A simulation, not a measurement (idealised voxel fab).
This is a process module. Its name is voxel fin reveal.
Cross-section cut spans 185 nm and uses square cells 5 nm in size.
If you're reading a cross-section in this doc, picture square cells in a grid; it comes to you as bands, top ones listed first down to the bottom, and a band can be one or more rows of cells.
Band entry format. Leading values: height of top, height of bottom, nm. Remainder: materials in left-to-right order, each with its width in nm. Special words: "edge to edge" on a single material, which then fills the band edge to edge; "blank", empty space.
The level at which height equals 0 is the one under which the wafer, as it arrives, is entirely one material. No lower edge exists for the bottom band, which continues downward and is notated as in "0 down".
The width entry "30->40" should be interpreted row by row: the top row of cells in the band takes the first number, the bottom row takes the second number, and the change between adjacent rows is uniform throughout.
For the purposes of this document, the phrase "nothing altered" attached to a step denotes that no cell within the cross-section was modified by that step.
Enclosed voids (no open way to top), threshold 8 cells or more, entry "Enclosed void listing", notation width x height at distance, distance from left edge, nm.
Note: text after step settings on the step line = simulator remark on that step.
The setting "overlay nm" may be written on the line of a step. When the step uses a mask, the value reports how far to the right of the planned place the mask lay, and a negative value reports that it lay to the left.
## Process steps (planned)
| 1 | RECEIVE,material Si |
| 2 | CONFORMAL_DEP,material SiN,thk nm 5 |
| 3 | PATTERN,tone cover,mask id FINS,material resist,width nm 15,pitch nm 40,thk nm 15,overlay nm 0 |
| 4 | DIRECTIONAL_ETCH,etch materials SiN,depth nm 5 |
| 5 | DIRECTIONAL_ETCH,etch materials Si,depth nm 40 |
| 6 | STRIP,etch materials resist |
| 7 | OXIDIZE,depth nm 5 |
| 8 | FILL_DEP,material SiO2,thk nm 5 |
| 9 | CMP,height nm 5 |
| 10 | SELECTIVE_ETCH,etch materials SiO2,depth nm 35 |
| 11 | STRIP,etch materials SiN |
## Cross-section of the wafer upon arrival, representing the state reached after step 1
> 0 down | Si edge to edge
> Enclosed void listing: none
## Cross-section, first of two wafers, end of module, run as planned
> 0 to -30 | blank: 50; Si: 5; blank: 35; Si: 5; blank: 35; Si: 5; blank: 50
> -30 to -45 | SiO2: 50; Si: 5; SiO2: 35; Si: 5; SiO2: 35; Si: 5; SiO2: 50
> -45 down | Si edge to edge
> Enclosed void listing: none
## Wafer two (of two), end-of-module cross-section: start = wafer one, plan = wafer one, one run mistake
> 0 to -30 | Si: 40; blank: 25; Si: 15; blank: 25; Si: 15; blank: 25; Si: 40
> -30 to -45 | Si: 40; SiO2: 25; Si: 15; SiO2: 25; Si: 15; SiO2: 25; Si: 40
> -45 down | Si edge to edge
> Enclosed void listing: none
Deviation noted in wafer processing: step 3 ran with different settings than intended, the actual operation and settings being PATTERN,tone open,mask id FINS,material resist,width nm 15,pitch nm 40,thk nm 15,overlay nm 0
It is noted that, at the conclusion of processing, the second wafer exhibits a higher or lower cell count for certain materials relative to the first: Si: 171 more | SiO2: 57 fewer
